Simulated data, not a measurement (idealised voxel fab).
Name of the process module below: voxel self aligned contacts
Section shown: cut. Width: 235 nm. Cell size: 5 nm, square.
Cross-section layout: square cells on a grid; listed as bands, top to bottom; a band spans one or more cell rows.
Top height, bottom height, nm. Materials left to right, width each, nm. Single material + "throughout" = fills band edge to edge. "air" = empty.
Heights are reckoned from 0. Under this level, the received wafer is all of one material. The bottommost band is open-ended downward, for example "0 and below".
Width "30..40": first value at the band's top row of cells, second value at its bottom row, equal change from row to row.
"remains unaltered" means the step left every cell of the cross-section as it was.
Entry "Cavities, closed". Content: empty spaces with no open connection to the top, size 8 cells or greater. Each: width x height at distance. Distance: from left edge. Unit: nm.
It should be noted that, on the line of a given step, the content following the step's settings is a remark produced by the simulator itself with respect to that step.
You can add "overlay nm" to a step's line. For a step with a mask, it describes how far the mask lay to the right of its planned position, and a negative number describes a lay to the left.
**Process steps foreseen in the plan**
1,RECEIVE with material Si
2,CONFORMAL_DEP with material SiO2, thk nm 5
3,DIRECTIONAL_DEP with material polySi, thk nm 30
4,DIRECTIONAL_DEP with material SiN, thk nm 20
5,DIRECTIONAL_DEP with material aC, thk nm 15
6,PATTERN with tone cover, mask id GATE, material resist, width nm 25, pitch nm 60, thk nm 30, overlay nm 0
7,DIRECTIONAL_ETCH with etch materials aC, depth nm 15
8,STRIP with etch materials resist
9,DIRECTIONAL_ETCH with etch materials SiN, depth nm 20
10,DIRECTIONAL_ETCH with etch materials polySi, depth nm 30
11,STRIP with etch materials aC
12,CONFORMAL_DEP with material SiN, thk nm 10
13,DIRECTIONAL_ETCH with etch materials SiN, depth nm 10
14,FILL_DEP with material SiO2, thk nm 15
15,CMP with height nm 65
16,MASKED_ETCH with tone open, mask id CONTACT, width nm 45, pitch nm 60, etch materials SiO2, depth nm 65, overlay nm 0
17,CONFORMAL_DEP with material TiN, thk nm 5
18,FILL_DEP with material W, thk nm 5
19,CMP with height nm 65
20,CONFORMAL_DEP with material SiN, thk nm 5
**Cross-section of the incoming wafer, state after step 1**
  0 and below = Si throughout
  Cavities, closed: none
**Cross-section, end of module. Start: as above. Plan: as above. Execution: one mistake**
  70 down to 65 = SiN throughout
  65 down to 55 = 65 of SiO2, then 5 of TiN, then 35 of W, then 5 of TiN, then 15 of SiO2, then 5 of TiN, then 35 of W, then 5 of TiN, then 65 of SiO2
  55 down to 50 = 65 of SiO2, then 20 of TiN, then 5 of W, then 20 of TiN, then 15 of SiO2, then 20 of TiN, then 5 of W, then 20 of TiN, then 65 of SiO2
  50 down to 30 = 35 of SiO2, then 45 of SiN, then 5 of TiN, then 5 of W, then 5 of TiN, then 45 of SiN, then 5 of TiN, then 5 of W, then 5 of TiN, then 45 of SiN, then 35 of SiO2
  30 down to 5 = 35 of SiO2, then 10 of SiN, then 25 of polySi, then 10 of SiN, then 5 of TiN, then 5 of W, then 5 of TiN, then 10 of SiN, then 25 of polySi, then 10 of SiN, then 5 of TiN, then 5 of W, then 5 of TiN, then 10 of SiN, then 25 of polySi, then 10 of SiN, then 35 of SiO2
  5 down to 0 = 35 of SiO2, then 10 of SiN, then 25 of polySi, then 10 of SiN, then 15 of TiN, then 10 of SiN, then 25 of polySi, then 10 of SiN, then 15 of TiN, then 10 of SiN, then 25 of polySi, then 10 of SiN, then 35 of SiO2
  0 and below = Si throughout
  Cavities, closed: none
Diagnosis: step 2 of the plan did not run at all; it was left out
